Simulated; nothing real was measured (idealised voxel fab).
Documented hereafter: the process module known as voxel wiring stack.
For reference, the cross-section in this document is cut, with width 230 nm and square cells of 5 nm.
In what follows, cross-sections appear as grids of square cells, described through bands that run from the top down, where every band is one or more rows of cells. Band: top height; bottom height; in nm. Then, left to right: material with width in nm, for each material. "everywhere": a single material spanning edge to edge. "air": empty space. Convention: height 0 is the level below which the wafer, as received, is all one material. The lowest band does not terminate at the bottom but continues downward, represented as "from 0 down". A width given as "30 to 40" starts at the first number in the band's top row and ends at the second number in its bottom row, shifting by an equal amount at every step from row to row. A step reported as "no modifications" is a step in which no cell of the cross-section changed. Closed empty spaces: empty space of 8 cells or more with no open way to the top, each as width x height at its distance from the left edge, in nm. Post-settings text on a step line: simulator's own remark regarding the step. "overlay nm" on a masked step: distance the mask lay right of its planned place, negative for left.
[These are the steps we planned for the process]
- 1: RECEIVE (material Si)
- 2: CONFORMAL_DEP (material SiO2; thk nm 10)
- 3: DIRECTIONAL_DEP (material TiN; thk nm 5)
- 4: DIRECTIONAL_DEP (material W; thk nm 25)
- 5: DIRECTIONAL_DEP (material aC; thk nm 15)
- 6: PATTERN (tone cover; mask id METAL_1; material resist; width nm 20; pitch nm 45; thk nm 35; overlay nm 0)
- 7: DIRECTIONAL_ETCH (etch materials aC; depth nm 15)
- 8: STRIP (etch materials resist)
- 9: DIRECTIONAL_ETCH (etch materials W; depth nm 25)
- 10: DIRECTIONAL_ETCH (etch materials TiN; depth nm 5)
- 11: STRIP (etch materials aC)
- 12: CONFORMAL_DEP (material SiCN; thk nm 5)
- 13: FILL_DEP (material lowk; thk nm 5)
- 14: CMP (height nm 40)
- 15: CONFORMAL_DEP (material SiCN; thk nm 5)
- 16: DIRECTIONAL_DEP (material SiO2; thk nm 25)
- 17: MASKED_ETCH (tone open; mask id METAL_2; width nm 20; pitch nm 45; etch materials SiO2; depth nm 15; overlay nm 0)
- 18: PATTERN (tone open; mask id METAL_2_HOLES; material resist; width nm 15; pitch nm 90; thk nm 15; overlay nm 0)
- 19: DIRECTIONAL_ETCH (etch materials SiO2; depth nm 10)
- 20: DIRECTIONAL_ETCH (etch materials SiCN; depth nm 5)
- 21: STRIP (etch materials resist)
- 22: CONFORMAL_DEP (material TiN; thk nm 5)
- 23: FILL_DEP (material Cu; thk nm 5)
- 24: CMP (height nm 70)
- 25: CONFORMAL_DEP (material SiCN; thk nm 5)
[Cross-section: wafer on arrival = after step 1]
> from 0 down  Si everywhere
> Closed empty spaces: none
[Post-module cross-section of the first of two wafers (run per plan)]
> from 75 to 70  SiCN everywhere
> from 70 to 60  35 of SiO2 / 5 of TiN / 10 of Cu / 5 of TiN / 25 of SiO2 / 5 of TiN / 10 of Cu / 5 of TiN / 25 of SiO2 / 5 of TiN / 10 of Cu / 5 of TiN / 25 of SiO2 / 5 of TiN / 10 of Cu / 5 of TiN / 40 of SiO2
> from 60 to 55  35 of SiO2 / 5 of TiN / 5 of Cu / 10 of TiN / 25 of SiO2 / 20 of TiN / 25 of SiO2 / 5 of TiN / 5 of Cu / 10 of TiN / 25 of SiO2 / 20 of TiN / 40 of SiO2
> from 55 to 45  35 of SiO2 / 5 of TiN / 5 of Cu / 5 of TiN / 75 of SiO2 / 5 of TiN / 5 of Cu / 5 of TiN / 90 of SiO2
> from 45 to 40  35 of SiCN / 15 of TiN / 75 of SiCN / 15 of TiN / 90 of SiCN
> from 40 to 15  30 of lowk / 5 of SiCN / 20 of W / 5 of SiCN / 15 of lowk / 5 of SiCN / 20 of W / 5 of SiCN / 15 of lowk / 5 of SiCN / 20 of W / 5 of SiCN / 15 of lowk / 5 of SiCN / 20 of W / 5 of SiCN / 35 of lowk
> from 15 to 10  35 of SiCN / 20 of TiN / 25 of SiCN / 20 of TiN / 25 of SiCN / 20 of TiN / 25 of SiCN / 20 of TiN / 40 of SiCN
> from 10 to 0  SiO2 everywhere
> from 0 down  Si everywhere
> Closed empty spaces: none
[Second wafer of the two, sectioned at the end of the module. It began like the first and followed the same plan, but one mistake was made while running it]
> from 75 to 70  SiCN everywhere
> from 70 to 65  35 of SiCN / 15 of TiN / 75 of SiCN / 15 of TiN / 90 of SiCN
> from 65 to 40  SiO2 everywhere
> from 40 to 15  30 of lowk / 5 of SiCN / 20 of W / 5 of SiCN / 15 of lowk / 5 of SiCN / 20 of W / 5 of SiCN / 15 of lowk / 5 of SiCN / 20 of W / 5 of SiCN / 15 of lowk / 5 of SiCN / 20 of W / 5 of SiCN / 35 of lowk
> from 15 to 10  35 of SiCN / 20 of TiN / 25 of SiCN / 20 of TiN / 25 of SiCN / 20 of TiN / 25 of SiCN / 20 of TiN / 40 of SiCN
> from 10 to 0  SiO2 everywhere
> from 0 down  Si everywhere
> Closed empty spaces: none
The mistake made against the process plan was this: mixed up steps 15 and 16 - ran each in the other's place
Final cells, second wafer relative to first, materials higher or lower: 22 fewer of Cu | 60 more of SiO2 | 38 fewer of TiN
